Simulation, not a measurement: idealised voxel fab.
process module | voxel trench capacitor
cross-section cut | 165 nm wide | cells 5 nm
A cross-section is a grid of square cells, given in bands from the top down. A band is one or more rows of cells.
Each band's line starts with the height of the band's top and of its bottom, in nm. Then come its materials from left to right, each with its width in nm. One material with "throughout" fills the band from edge to edge. "air" is empty space.
Height 0 is the level under which the wafer as received is all one material. The lowest band goes on downwards, as in "0 down".
A width such as "30 to 40" changes by the same amount from each row of cells to the next, from the band's top row to its bottom row.
"no change" after a step means that no cell of the cross-section changed.
closed voids: empty space of 8 cells or more with no open way to the top, each as width x height at its distance from the left edge, in nm
after a step's settings: what the simulator itself notes on the step
overlay nm, on a step with a mask: how far to the right of its planned place the mask lay; to the left if negative
plan
1 op RECEIVE | material Si
2 op CONFORMAL_DEP | material SiN | thk nm 10
3 op DIRECTIONAL_DEP | material aC | thk nm 10
4 op PATTERN | tone open | mask id TRENCH | material resist | width nm 25 | pitch nm 50 | thk nm 30 | overlay nm 0
5 op DIRECTIONAL_ETCH | etch materials aC | depth nm 10
6 op STRIP | etch materials resist
7 op DIRECTIONAL_ETCH | etch materials SiN | depth nm 10
8 op DIRECTIONAL_ETCH | etch materials Si | depth nm 30
9 op STRIP | etch materials aC
10 op CONFORMAL_DEP | material HfO2 | thk nm 5
11 op CONFORMAL_DEP | material TiN | thk nm 5
12 op FILL_DEP | material W | thk nm 5
13 op CMP | height nm 10
as received, after step 1
  0 down: Si throughout
  closed voids: none
a wafer at the end: this start, this plan, one mistake
  10 to 0: SiN 50 | HfO2 5 | TiN 5 | HfO2 5 | SiN 35 | HfO2 5 | TiN 5 | HfO2 5 | SiN 50
  0 to -25: Si 50 | HfO2 5 | TiN 5 | HfO2 5 | Si 35 | HfO2 5 | TiN 5 | HfO2 5 | Si 50
  -25 to -30: Si 50 | HfO2 15 | Si 35 | HfO2 15 | Si 50
  -30 down: Si throughout
  closed voids: none
what went wrong: step 4 ran as: op PATTERN | tone open | mask id TRENCH | material resist | width nm 15 | pitch nm 50 | thk nm 30 | overlay nm 0
